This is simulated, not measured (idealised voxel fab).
This section sets out a process module, namely voxel wiring stack.
Shown is cross-section cut, with a width of 270 nm and square cells of size 5 nm.
Cross-section, as written here: a square-cell grid given band by band from the top down, where a band holds one or more rows of cells. Heads up on the band format: heights come first, top then bottom, in nm. After that it's the materials left to right, each with its width in nm. A single material flagged "full width" fills the whole band edge to edge, and "air" means there's empty space there. Heights are reckoned from 0. Under this level, the received wafer is all of one material. The bottommost band is open-ended downward, for example "0..down". Per-row width for "30 to 40": begins at first number (top row of band), ends at second number (bottom row), increment between rows held constant. Take "remains unaltered" at face value: in the step it is given for, the cross-section changed in none of its cells. Any empty space of 8 cells or more lacking an open way to the top shows up in "Closed void list" as width x height at distance, distance from the left edge, in nm. That trailing text on a step's line, after the settings, is the simulator's own remark on the step. overlay nm, on a step with a mask: how far to the right of its planned place the mask lay; to the left if negative.
The following list gives the planned process steps
1) RECEIVE [material Si]
2) CONFORMAL_DEP [material SiO2] [thk nm 15]
3) CONFORMAL_DEP [material SiN] [thk nm 5]
4) DIRECTIONAL_DEP [material SiO2] [thk nm 15]
5) PATTERN [tone open] [mask id METAL_1] [material resist] [width nm 30] [pitch nm 50] [thk nm 20] [overlay nm 0]
6) DIRECTIONAL_ETCH [etch materials SiO2] [depth nm 15]
7) DIRECTIONAL_ETCH [etch materials SiN] [depth nm 5]
8) STRIP [etch materials resist]
9) CONFORMAL_DEP [material TiN] [thk nm 5]
10) FILL_DEP [material Cu] [thk nm 10]
11) CMP [height nm 35]
12) CONFORMAL_DEP [material SiCN] [thk nm 5]
13) DIRECTIONAL_DEP [material lowk] [thk nm 25]
14) MASKED_ETCH [tone open] [mask id METAL_2_HOLES] [width nm 15] [etch materials lowk] [depth nm 25] [overlay nm 0]
15) DIRECTIONAL_DEP [material aC] [thk nm 10]
16) PATTERN [tone open] [mask id METAL_2] [material resist] [width nm 30] [pitch nm 50] [thk nm 25] [overlay nm 0]
17) DIRECTIONAL_ETCH [etch materials aC] [depth nm 10]
18) STRIP [etch materials resist]
19) DIRECTIONAL_ETCH [etch materials lowk] [depth nm 15]
20) DIRECTIONAL_ETCH [etch materials SiCN] [depth nm 5]
21) STRIP [etch materials aC]
22) CONFORMAL_DEP [material TiN] [thk nm 5]
23) FILL_DEP [material Ru] [thk nm 5]
24) CMP [height nm 65]
25) CONFORMAL_DEP [material SiCN] [thk nm 5]
26) DIRECTIONAL_DEP [material SiO2] [thk nm 10]
27) MASKED_ETCH [tone open] [mask id PLUG_2] [width nm 15] [etch materials SiO2] [depth nm 10] [overlay nm 0]
28) MASKED_ETCH [tone open] [mask id PLUG_2] [width nm 15] [etch materials SiCN] [depth nm 5] [overlay nm 0]
29) CONFORMAL_DEP [material TiN] [thk nm 5]
30) FILL_DEP [material Ru] [thk nm 5]
31) CMP [height nm 80]
32) CONFORMAL_DEP [material SiN] [thk nm 5]
33) DIRECTIONAL_DEP [material SiO2] [thk nm 20]
34) MASKED_ETCH [tone open] [mask id METAL_3] [width nm 30] [pitch nm 50] [etch materials SiO2] [depth nm 20] [overlay nm 0]
35) MASKED_ETCH [tone open] [mask id METAL_3] [width nm 30] [pitch nm 50] [etch materials SiN] [depth nm 5] [overlay nm 0]
36) CONFORMAL_DEP [material TiN] [thk nm 5]
37) FILL_DEP [material Ru] [thk nm 5]
38) CMP [height nm 105]
39) CONFORMAL_DEP [material SiN] [thk nm 5]
Concerning the first of two wafers, which was run in accordance with the plan
So this is the incoming wafer in cross-section - it's already been through step 1
0..down | Si full width
Closed void list: none
Step 2 done - wafer cross-section
15..0 | SiO2 full width
Under the height 0 nothing was changed.
Step 3 done - wafer cross-section
20..15 | SiN full width
Under the height 15 nothing was changed.
Step 4 done - wafer cross-section
35..20 | SiO2 full width
Under the height 20 nothing was changed.
Step 5 done - wafer cross-section
55..35 | 95 nm resist / 30 nm air / 20 nm resist / 30 nm air / 95 nm resist
Under the height 35 nothing was changed.
Step 6 done - wafer cross-section
55..35 | 95 nm resist / 30 nm air / 20 nm resist / 30 nm air / 95 nm resist
35..20 | 95 nm SiO2 / 30 nm air / 20 nm SiO2 / 30 nm air / 95 nm SiO2
Under the height 20 nothing was changed.
Step 7 done - wafer cross-section
55..35 | 95 nm resist / 30 nm air / 20 nm resist / 30 nm air / 95 nm resist
35..20 | 95 nm SiO2 / 30 nm air / 20 nm SiO2 / 30 nm air / 95 nm SiO2
20..15 | 95 nm SiN / 30 nm air / 20 nm SiN / 30 nm air / 95 nm SiN
Under the height 15 nothing was changed.
Step 8 done - wafer cross-section
35..20 | 95 nm SiO2 / 30 nm air / 20 nm SiO2 / 30 nm air / 95 nm SiO2
Under the height 20 nothing was changed.
Step 9 done - wafer cross-section
40..35 | 100 nm TiN / 20 nm air / 30 nm TiN / 20 nm air / 100 nm TiN
35..20 | 95 nm SiO2 / 5 nm TiN / 20 nm air / 5 nm TiN / 20 nm SiO2 / 5 nm TiN / 20 nm air / 5 nm TiN / 95 nm SiO2
20..15 | 95 nm SiN / 30 nm TiN / 20 nm SiN / 30 nm TiN / 95 nm SiN
Under the height 15 nothing was changed.
Step 10 done - wafer cross-section
50..40 | Cu full width
40..35 | 100 nm TiN / 20 nm Cu / 30 nm TiN / 20 nm Cu / 100 nm TiN
35..20 | 95 nm SiO2 / 5 nm TiN / 20 nm Cu / 5 nm TiN / 20 nm SiO2 / 5 nm TiN / 20 nm Cu / 5 nm TiN / 95 nm SiO2
Under the height 20 nothing was changed.
Step 11 done - wafer cross-section
35..20 | 95 nm SiO2 / 5 nm TiN / 20 nm Cu / 5 nm TiN / 20 nm SiO2 / 5 nm TiN / 20 nm Cu / 5 nm TiN / 95 nm SiO2
Under the height 20 nothing was changed.
Step 12 done - wafer cross-section
40..35 | SiCN full width
Under the height 35 nothing was changed.
Step 13 done - wafer cross-section
65..40 | lowk full width
Under the height 40 nothing was changed.
Step 14 done - wafer cross-section
65..40 | 95 nm lowk / 15 nm air / 160 nm lowk
Under the height 40 nothing was changed.
Step 15 done - wafer cross-section
75..65 | 95 nm aC / 15 nm air / 160 nm aC
65..50 | 95 nm lowk / 15 nm air / 160 nm lowk
50..40 | 95 nm lowk / 15 nm aC / 160 nm lowk
Under the height 40 nothing was changed.
Step 16 done - wafer cross-section
100..75 | 95 nm resist / 30 nm air / 20 nm resist / 30 nm air / 95 nm resist
Under the height 75 nothing was changed.
Step 17 done - wafer cross-section
90..75 | 95 nm resist / 30 nm air / 20 nm resist / 30 nm air / 95 nm resist
75..65 | 95 nm aC / 30 nm air / 20 nm aC / 30 nm air / 95 nm aC
65..40 | 95 nm lowk / 15 nm air / 160 nm lowk
Under the height 40 nothing was changed.
Step 18 done - wafer cross-section
75..65 | 95 nm aC / 30 nm air / 20 nm aC / 30 nm air / 95 nm aC
Under the height 65 nothing was changed.
Step 19 done - wafer cross-section
75..65 | 95 nm aC / 30 nm air / 20 nm aC / 30 nm air / 95 nm aC
65..50 | 95 nm lowk / 30 nm air / 20 nm lowk / 30 nm air / 95 nm lowk
Under the height 50 nothing was changed.
Step 20 done - wafer cross-section
75..65 | 95 nm aC / 30 nm air / 20 nm aC / 30 nm air / 95 nm aC
65..50 | 95 nm lowk / 30 nm air / 20 nm lowk / 30 nm air / 95 nm lowk
50..40 | 95 nm lowk / 15 nm air / 160 nm lowk
40..35 | 95 nm SiCN / 15 nm air / 160 nm SiCN
Under the height 35 nothing was changed.
Step 21 done - wafer cross-section
65..50 | 95 nm lowk / 30 nm air / 20 nm lowk / 30 nm air / 95 nm lowk
Under the height 50 nothing was changed.
Step 22 done - wafer cross-section
70..65 | 100 nm TiN / 20 nm air / 30 nm TiN / 20 nm air / 100 nm TiN
65..55 | 95 nm lowk / 5 nm TiN / 20 nm air / 5 nm TiN / 20 nm lowk / 5 nm TiN / 20 nm air / 5 nm TiN / 95 nm lowk
55..50 | 95 nm lowk / 5 nm TiN / 5 nm air / 20 nm TiN / 20 nm lowk / 30 nm TiN / 95 nm lowk
50..40 | 95 nm lowk / 5 nm TiN / 5 nm air / 5 nm TiN / 160 nm lowk
40..35 | 95 nm SiCN / 15 nm TiN / 160 nm SiCN
Under the height 35 nothing was changed.
Step 23 done - wafer cross-section
75..70 | Ru full width
70..65 | 100 nm TiN / 20 nm Ru / 30 nm TiN / 20 nm Ru / 100 nm TiN
65..55 | 95 nm lowk / 5 nm TiN / 20 nm Ru / 5 nm TiN / 20 nm lowk / 5 nm TiN / 20 nm Ru / 5 nm TiN / 95 nm lowk
55..50 | 95 nm lowk / 5 nm TiN / 5 nm Ru / 20 nm TiN / 20 nm lowk / 30 nm TiN / 95 nm lowk
50..40 | 95 nm lowk / 5 nm TiN / 5 nm Ru / 5 nm TiN / 160 nm lowk
Under the height 40 nothing was changed.
Step 24 done - wafer cross-section
65..55 | 95 nm lowk / 5 nm TiN / 20 nm Ru / 5 nm TiN / 20 nm lowk / 5 nm TiN / 20 nm Ru / 5 nm TiN / 95 nm lowk
Under the height 55 nothing was changed.
Step 25 done - wafer cross-section
70..65 | SiCN full width
Under the height 65 nothing was changed.
Step 26 done - wafer cross-section
80..70 | SiO2 full width
Under the height 70 nothing was changed.
Step 27 done - wafer cross-section
80..70 | 95 nm SiO2 / 15 nm air / 160 nm SiO2
Under the height 70 nothing was changed.
Step 28 done - wafer cross-section
80..70 | 95 nm SiO2 / 15 nm air / 160 nm SiO2
70..65 | 95 nm SiCN / 15 nm air / 160 nm SiCN
Under the height 65 nothing was changed.
Step 29 done - wafer cross-section
85..80 | 100 nm TiN / 5 nm air / 165 nm TiN
80..70 | 95 nm SiO2 / 5 nm TiN / 5 nm air / 5 nm TiN / 160 nm SiO2
70..65 | 95 nm SiCN / 15 nm TiN / 160 nm SiCN
Under the height 65 nothing was changed.
Step 30 done - wafer cross-section
90..85 | Ru full width
85..80 | 100 nm TiN / 5 nm Ru / 165 nm TiN
80..70 | 95 nm SiO2 / 5 nm TiN / 5 nm Ru / 5 nm TiN / 160 nm SiO2
Under the height 70 nothing was changed.
Step 31 done - wafer cross-section
80..70 | 95 nm SiO2 / 5 nm TiN / 5 nm Ru / 5 nm TiN / 160 nm SiO2
Under the height 70 nothing was changed.
Step 32 done - wafer cross-section
85..80 | SiN full width
Under the height 80 nothing was changed.
Step 33 done - wafer cross-section
105..85 | SiO2 full width
Under the height 85 nothing was changed.
Step 34 done - wafer cross-section
105..85 | 95 nm SiO2 / 30 nm air / 20 nm SiO2 / 30 nm air / 95 nm SiO2
Under the height 85 nothing was changed.
Step 35 done - wafer cross-section
105..85 | 95 nm SiO2 / 30 nm air / 20 nm SiO2 / 30 nm air / 95 nm SiO2
85..80 | 95 nm SiN / 30 nm air / 20 nm SiN / 30 nm air / 95 nm SiN
Under the height 80 nothing was changed.
Step 36 done - wafer cross-section
110..105 | 100 nm TiN / 20 nm air / 30 nm TiN / 20 nm air / 100 nm TiN
105..85 | 95 nm SiO2 / 5 nm TiN / 20 nm air / 5 nm TiN / 20 nm SiO2 / 5 nm TiN / 20 nm air / 5 nm TiN / 95 nm SiO2
85..80 | 95 nm SiN / 30 nm TiN / 20 nm SiN / 30 nm TiN / 95 nm SiN
Under the height 80 nothing was changed.
Step 37 done - wafer cross-section
115..110 | Ru full width
110..105 | 100 nm TiN / 20 nm Ru / 30 nm TiN / 20 nm Ru / 100 nm TiN
105..85 | 95 nm SiO2 / 5 nm TiN / 20 nm Ru / 5 nm TiN / 20 nm SiO2 / 5 nm TiN / 20 nm Ru / 5 nm TiN / 95 nm SiO2
Under the height 85 nothing was changed.
Step 38 done - wafer cross-section
105..85 | 95 nm SiO2 / 5 nm TiN / 20 nm Ru / 5 nm TiN / 20 nm SiO2 / 5 nm TiN / 20 nm Ru / 5 nm TiN / 95 nm SiO2
Under the height 85 nothing was changed.
Step 39 done - wafer cross-section
110..105 | SiN full width
Under the height 105 nothing was changed.
Notes, second wafer: start = first wafer's, plan = first wafer's, execution had one mistake; history identical to first through step 26
Second wafer profile in section, at the moment step 27 of the plan was meant to be complete
80..70 | 90 nm SiO2 / 15 nm air / 165 nm SiO2
Under the height 70 nothing was changed.
Second wafer profile in section, at the moment step 28 of the plan was meant to be complete
80..70 | 90 nm SiO2 / 15 nm air / 165 nm SiO2
70..65 | 95 nm SiCN / 10 nm air / 165 nm SiCN
Under the height 65 nothing was changed.
Second wafer profile in section, at the moment step 29 of the plan was meant to be complete
85..80 | 95 nm TiN / 5 nm air / 170 nm TiN
80..75 | 90 nm SiO2 / 5 nm TiN / 5 nm air / 5 nm TiN / 165 nm SiO2
75..70 | 90 nm SiO2 / 15 nm TiN / 165 nm SiO2
70..65 | 95 nm SiCN / 10 nm TiN / 165 nm SiCN
Under the height 65 nothing was changed.
Second wafer profile in section, at the moment step 30 of the plan was meant to be complete
90..85 | Ru full width
85..80 | 95 nm TiN / 5 nm Ru / 170 nm TiN
80..75 | 90 nm SiO2 / 5 nm TiN / 5 nm Ru / 5 nm TiN / 165 nm SiO2
Under the height 75 nothing was changed.
Second wafer profile in section, at the moment step 31 of the plan was meant to be complete
80..75 | 90 nm SiO2 / 5 nm TiN / 5 nm Ru / 5 nm TiN / 165 nm SiO2
Under the height 75 nothing was changed.
Second wafer profile in section, at the moment step 32 of the plan was meant to be complete
85..80 | SiN full width
Under the height 80 nothing was changed.
Second wafer profile in section, at the moment step 33 of the plan was meant to be complete
105..85 | SiO2 full width
Under the height 85 nothing was changed.
Second wafer profile in section, at the moment step 34 of the plan was meant to be complete
105..85 | 95 nm SiO2 / 30 nm air / 20 nm SiO2 / 30 nm air / 95 nm SiO2
Under the height 85 nothing was changed.
Second wafer profile in section, at the moment step 35 of the plan was meant to be complete
105..85 | 95 nm SiO2 / 30 nm air / 20 nm SiO2 / 30 nm air / 95 nm SiO2
85..80 | 95 nm SiN / 30 nm air / 20 nm SiN / 30 nm air / 95 nm SiN
Under the height 80 nothing was changed.
Second wafer profile in section, at the moment step 36 of the plan was meant to be complete
110..105 | 100 nm TiN / 20 nm air / 30 nm TiN / 20 nm air / 100 nm TiN
105..85 | 95 nm SiO2 / 5 nm TiN / 20 nm air / 5 nm TiN / 20 nm SiO2 / 5 nm TiN / 20 nm air / 5 nm TiN / 95 nm SiO2
85..80 | 95 nm SiN / 30 nm TiN / 20 nm SiN / 30 nm TiN / 95 nm SiN
Under the height 80 nothing was changed.
Second wafer profile in section, at the moment step 37 of the plan was meant to be complete
115..110 | Ru full width
110..105 | 100 nm TiN / 20 nm Ru / 30 nm TiN / 20 nm Ru / 100 nm TiN
105..85 | 95 nm SiO2 / 5 nm TiN / 20 nm Ru / 5 nm TiN / 20 nm SiO2 / 5 nm TiN / 20 nm Ru / 5 nm TiN / 95 nm SiO2
Under the height 85 nothing was changed.
Second wafer profile in section, at the moment step 38 of the plan was meant to be complete
105..85 | 95 nm SiO2 / 5 nm TiN / 20 nm Ru / 5 nm TiN / 20 nm SiO2 / 5 nm TiN / 20 nm Ru / 5 nm TiN / 95 nm SiO2
Under the height 85 nothing was changed.
Second wafer profile in section, at the moment step 39 of the plan was meant to be complete
110..105 | SiN full width
Under the height 105 nothing was changed.
It is concluded that the wafer was processed incorrectly with respect to the plan, in that the process deviated at step 27: the operation and settings actually run there were MASKED_ETCH [tone open] [mask id PLUG_2] [width nm 15] [etch materials SiO2] [depth nm 10] [overlay nm -5]
The final cell counts differ between the wafers, with the second having more or fewer of some materials than the first: Ru: 1 fewer; SiCN: 1 more
